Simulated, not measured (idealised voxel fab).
process module | voxel self aligned contacts
cross-section cut | 195 nm wide | cells 5 nm
A cross-section is a grid of square cells, given in bands from the top down. A band is one or more rows of cells.
Each band's line starts with the height of the band's top and of its bottom, in nm. Then come its materials from left to right, each with its width in nm. One material with "throughout" fills the band from edge to edge. "air" is empty space.
Height 0 is the level under which the wafer as received is all one material. The lowest band goes on downwards, as in "0 down".
A width such as "30 to 40" changes by the same amount from each row of cells to the next, from the band's top row to its bottom row.
"no change" after a step means that no cell of the cross-section changed.
closed voids: empty space of 8 cells or more with no open way to the top, each as width x height at its distance from the left edge, in nm
after a step's settings: what the simulator itself notes on the step
overlay nm, on a step with a mask: how far to the right of its planned place the mask lay; to the left if negative
plan
1 op RECEIVE | material Si
2 op OXIDIZE | depth nm 5
3 op DIRECTIONAL_DEP | material polySi | thk nm 30
4 op DIRECTIONAL_DEP | material SiN | thk nm 25
5 op PATTERN | tone cover | mask id GATE | material resist | width nm 30 | pitch nm 75 | thk nm 15 | overlay nm 0
6 op DIRECTIONAL_ETCH | etch materials SiN | depth nm 25
7 op DIRECTIONAL_ETCH | etch materials polySi | depth nm 30
8 op STRIP | etch materials resist
9 op CONFORMAL_DEP | material SiN | thk nm 10
10 op DIRECTIONAL_ETCH | etch materials SiN | depth nm 10
11 op FILL_DEP | material SiO2 | thk nm 20
12 op CMP | height nm 65
13 op MASKED_ETCH | tone open | mask id CONTACT | width nm 55 | etch materials SiO2 | depth nm 70 | overlay nm 0
14 op CONFORMAL_DEP | material TiN | thk nm 5
15 op FILL_DEP | material W | thk nm 5
16 op CMP | height nm 65
17 op CONFORMAL_DEP | material SiCN | thk nm 5
first wafer, as planned
as received, after step 1
  0 down: Si throughout
  closed voids: none
after step 2
  0 to -5: SiO2 throughout
  below -5: unchanged
after step 3
  30 to 0: polySi throughout
  below 0: unchanged
after step 4
  55 to 30: SiN throughout
  below 30: unchanged
after step 5
  70 to 55: air 45 | resist 30 | air 45 | resist 30 | air 45
  below 55: unchanged
after step 6
  70 to 55: air 45 | resist 30 | air 45 | resist 30 | air 45
  55 to 30: air 45 | SiN 30 | air 45 | SiN 30 | air 45
  below 30: unchanged
after step 7
  70 to 55: air 45 | resist 30 | air 45 | resist 30 | air 45
  55 to 30: air 45 | SiN 30 | air 45 | SiN 30 | air 45
  30 to 0: air 45 | polySi 30 | air 45 | polySi 30 | air 45
  below 0: unchanged
after step 8
  55 to 30: air 45 | SiN 30 | air 45 | SiN 30 | air 45
  below 30: unchanged
after step 9
  65 to 30: air 35 | SiN 50 | air 25 | SiN 50 | air 35
  30 to 10: air 35 | SiN 10 | polySi 30 | SiN 10 | air 25 | SiN 10 | polySi 30 | SiN 10 | air 35
  10 to 0: SiN 45 | polySi 30 | SiN 45 | polySi 30 | SiN 45
  below 0: unchanged
after step 10
  55 to 30: air 35 | SiN 50 | air 25 | SiN 50 | air 35
  30 to 0: air 35 | SiN 10 | polySi 30 | SiN 10 | air 25 | SiN 10 | polySi 30 | SiN 10 | air 35
  below 0: unchanged
after step 11
  75 to 55: SiO2 throughout
  55 to 30: SiO2 35 | SiN 50 | SiO2 25 | SiN 50 | SiO2 35
  30 to 0: SiO2 35 | SiN 10 | polySi 30 | SiN 10 | SiO2 25 | SiN 10 | polySi 30 | SiN 10 | SiO2 35
  below 0: unchanged
after step 12
  65 to 55: SiO2 throughout
  below 55: unchanged
after step 13
  65 to 55: SiO2 70 | air 55 | SiO2 70
  55 to 30: SiO2 35 | SiN 50 | air 25 | SiN 50 | SiO2 35
  30 to 0: SiO2 35 | SiN 10 | polySi 30 | SiN 10 | air 25 | SiN 10 | polySi 30 | SiN 10 | SiO2 35
  0 to -5: SiO2 85 | air 25 | SiO2 85
  below -5: unchanged
after step 14
  70 to 65: TiN 75 | air 45 | TiN 75
  65 to 55: SiO2 70 | TiN 5 to 20 | air 45 to 15 | TiN 5 to 20 | SiO2 70
  55 to 30: SiO2 35 | SiN 50 | TiN 5 | air 15 | TiN 5 | SiN 50 | SiO2 35
  30 to 0: SiO2 35 | SiN 10 | polySi 30 | SiN 10 | TiN 5 | air 15 | TiN 5 | SiN 10 | polySi 30 | SiN 10 | SiO2 35
  0 to -5: SiO2 85 | TiN 25 | SiO2 85
  below -5: unchanged
after step 15
  75 to 70: W throughout
  70 to 65: TiN 75 | W 45 | TiN 75
  65 to 55: SiO2 70 | TiN 5 to 20 | W 45 to 15 | TiN 5 to 20 | SiO2 70
  55 to 30: SiO2 35 | SiN 50 | TiN 5 | W 15 | TiN 5 | SiN 50 | SiO2 35
  30 to 0: SiO2 35 | SiN 10 | polySi 30 | SiN 10 | TiN 5 | W 15 | TiN 5 | SiN 10 | polySi 30 | SiN 10 | SiO2 35
  below 0: unchanged
after step 16
  65 to 55: SiO2 70 | TiN 5 to 20 | W 45 to 15 | TiN 5 to 20 | SiO2 70
  below 55: unchanged
after step 17
  70 to 65: SiCN throughout
  below 65: unchanged
second wafer: like start, like plan, one mistake. Through step 8 it matches the first wafer
when step 9 should have ended: no change
when step 10 should have ended
  45 to 30: air 45 | SiN 30 | air 45 | SiN 30 | air 45
  below 30: unchanged
when step 11 should have ended
  65 to 45: SiO2 throughout
  45 to 30: SiO2 45 | SiN 30 | SiO2 45 | SiN 30 | SiO2 45
  30 to 0: SiO2 45 | polySi 30 | SiO2 45 | polySi 30 | SiO2 45
  below 0: unchanged
when step 12 should have ended: no change
when step 13 should have ended
  65 to 45: SiO2 70 | air 55 | SiO2 70
  45 to 30: SiO2 45 | SiN 30 | air 45 | SiN 30 | SiO2 45
  30 to 0: SiO2 45 | polySi 30 | air 45 | polySi 30 | SiO2 45
  0 to -5: SiO2 75 | air 45 | SiO2 75
  below -5: unchanged
when step 14 should have ended
  70 to 65: TiN 75 | air 45 | TiN 75
  65 to 50: SiO2 70 | TiN 5 | air 45 | TiN 5 | SiO2 70
  50 to 45: SiO2 70 | TiN 10 | air 35 | TiN 10 | SiO2 70
  45 to 30: SiO2 45 | SiN 30 | TiN 5 | air 35 | TiN 5 | SiN 30 | SiO2 45
  30 to 0: SiO2 45 | polySi 30 | TiN 5 | air 35 | TiN 5 | polySi 30 | SiO2 45
  0 to -5: SiO2 75 | TiN 45 | SiO2 75
  below -5: unchanged
when step 15 should have ended
  75 to 70: W throughout
  70 to 65: TiN 75 | W 45 | TiN 75
  65 to 50: SiO2 70 | TiN 5 | W 45 | TiN 5 | SiO2 70
  50 to 45: SiO2 70 | TiN 10 | W 35 | TiN 10 | SiO2 70
  45 to 30: SiO2 45 | SiN 30 | TiN 5 | W 35 | TiN 5 | SiN 30 | SiO2 45
  30 to 0: SiO2 45 | polySi 30 | TiN 5 | W 35 | TiN 5 | polySi 30 | SiO2 45
  below 0: unchanged
when step 16 should have ended
  65 to 50: SiO2 70 | TiN 5 | W 45 | TiN 5 | SiO2 70
  below 50: unchanged
when step 17 should have ended
  70 to 65: SiCN throughout
  below 65: unchanged
what went wrong: step 9 was left out
at the end the second wafer has, in cells: 112 fewer of SiN | 60 more of SiO2 | 52 more of W
